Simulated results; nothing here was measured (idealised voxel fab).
Process module name: voxel gate over fins
The width of the displayed cross-section, cut, is 210 nm; its cells are square, with a size of 5 nm.
Square cells in a grid make up a cross-section in this document, and the grid is given as bands, listed from the top down, each one or more rows of cells.
Band entry format. Leading values: height of top, height of bottom, nm. Remainder: materials in left-to-right order, each with its width in nm. Special words: "everywhere" on a single material, which then fills the band edge to edge; "empty", empty space.
Height reference: 0 = level under which incoming wafer is all one material. Lowest band: no bottom, runs on downward, e.g. "0..down".
Top row gets the first number, bottom row gets the second, and each row in between changes by the same step: that is how a band width like "30 to 40" works.
"nothing different" means the step left every cell of the cross-section as it was.
"Closed-off voids" means: voids of 8 cells or more that are shut off from the top with no open way through. Written width x height at distance, distance from the left edge, in nm.
On a step's line, text after the settings is the simulator commenting on that step.
The "overlay nm" setting may appear on a step's line; for a step that uses a mask, it gives how far to the right of its planned position the mask lay, and a negative value indicates the left.
**List of planned process steps**
1,RECEIVE,material Si
2,CONFORMAL_DEP,material SiN,thk nm 10
3,DIRECTIONAL_DEP,material aC,thk nm 15
4,PATTERN,tone cover,mask id FINS,material resist,width nm 15,pitch nm 45,thk nm 35,overlay nm 0
5,DIRECTIONAL_ETCH,etch materials aC,depth nm 15
6,STRIP,etch materials resist
7,DIRECTIONAL_ETCH,etch materials SiN,depth nm 10
8,DIRECTIONAL_ETCH,etch materials Si,depth nm 35
9,STRIP,etch materials aC
10,FILL_DEP,material SiO2,thk nm 15
11,CMP,height nm 10
12,SELECTIVE_ETCH,etch materials SiO2,depth nm 25
13,STRIP,etch materials SiN
14,CONFORMAL_DEP,material HfO2,thk nm 5
15,CONFORMAL_DEP,material TiN,thk nm 5
16,CONFORMAL_DEP,material TiAl,thk nm 5
17,CONFORMAL_DEP,material TiN,thk nm 5
18,FILL_DEP,material W,thk nm 10
19,CMP,height nm 25
20,CONFORMAL_DEP,material SiCN,thk nm 5
**Cross-section of the wafer upon arrival, representing the state reached after step 1**
* 0..down | Si everywhere
* Closed-off voids: none
**The first of two wafers, cross-sectioned at the end of the module, with the run proceeding as planned**
* 30..25 | SiCN everywhere
* 25..20 | W everywhere
* 20..15 | W 30 / TiN 145 / W 35
* 15..10 | W 30 / TiN 5 / TiAl 135 / TiN 5 / W 35
* 10..5 | W 30 / TiN 5 / TiAl 5 / TiN 35 / TiAl 10 / TiN 35 / TiAl 10 / TiN 35 / TiAl 5 / TiN 5 / W 35
* 5..0 | TiN 35 / TiAl 5 / TiN 5 / HfO2 25 / TiN 5 / TiAl 10 / TiN 5 / HfO2 25 / TiN 5 / TiAl 10 / TiN 5 / HfO2 25 / TiN 5 / TiAl 5 / TiN 40
* 0..-5 | TiAl 40 / TiN 5 / HfO2 5 / Si 15 / HfO2 5 / TiN 5 / TiAl 10 / TiN 5 / HfO2 5 / Si 15 / HfO2 5 / TiN 5 / TiAl 10 / TiN 5 / HfO2 5 / Si 15 / HfO2 5 / TiN 5 / TiAl 45
* -5..-10 | TiN 45 / HfO2 5 / Si 15 / HfO2 5 / TiN 20 / HfO2 5 / Si 15 / HfO2 5 / TiN 20 / HfO2 5 / Si 15 / HfO2 5 / TiN 50
* -10..-15 | HfO2 50 / Si 15 / HfO2 30 / Si 15 / HfO2 30 / Si 15 / HfO2 55
* -15..-35 | SiO2 50 / Si 15 / SiO2 30 / Si 15 / SiO2 30 / Si 15 / SiO2 55
* -35..down | Si everywhere
* Closed-off voids: none
**Second wafer through the module, sectioned at the end: same beginning and same plan as the first wafer, with one mistake in carrying it out**
* 30..25 | SiCN everywhere
* 25..20 | W everywhere
* 20..15 | W 30 / SiCN 145 / W 35
* 15..10 | W 30 / SiCN 5 / TiAl 135 / SiCN 5 / W 35
* 10..5 | W 30 / SiCN 5 / TiAl 5 / TiN 35 / TiAl 10 / TiN 35 / TiAl 10 / TiN 35 / TiAl 5 / SiCN 5 / W 35
* 5..0 | SiCN 35 / TiAl 5 / TiN 5 / HfO2 25 / TiN 5 / TiAl 10 / TiN 5 / HfO2 25 / TiN 5 / TiAl 10 / TiN 5 / HfO2 25 / TiN 5 / TiAl 5 / SiCN 40
* 0..-5 | TiAl 40 / TiN 5 / HfO2 5 / Si 15 / HfO2 5 / TiN 5 / TiAl 10 / TiN 5 / HfO2 5 / Si 15 / HfO2 5 / TiN 5 / TiAl 10 / TiN 5 / HfO2 5 / Si 15 / HfO2 5 / TiN 5 / TiAl 45
* -5..-10 | TiN 45 / HfO2 5 / Si 15 / HfO2 5 / TiN 20 / HfO2 5 / Si 15 / HfO2 5 / TiN 20 / HfO2 5 / Si 15 / HfO2 5 / TiN 50
* -10..-15 | HfO2 50 / Si 15 / HfO2 30 / Si 15 / HfO2 30 / Si 15 / HfO2 55
* -15..-35 | SiO2 50 / Si 15 / SiO2 30 / Si 15 / SiO2 30 / Si 15 / SiO2 55
* -35..down | Si everywhere
* Closed-off voids: none
Processing error: for step 17, the planned setting was not used; the step was instead run as CONFORMAL_DEP,material SiCN,thk nm 5
FYI, end of process, the second wafer has more or fewer cells of some materials than the first: +48 SiCN | -48 TiN
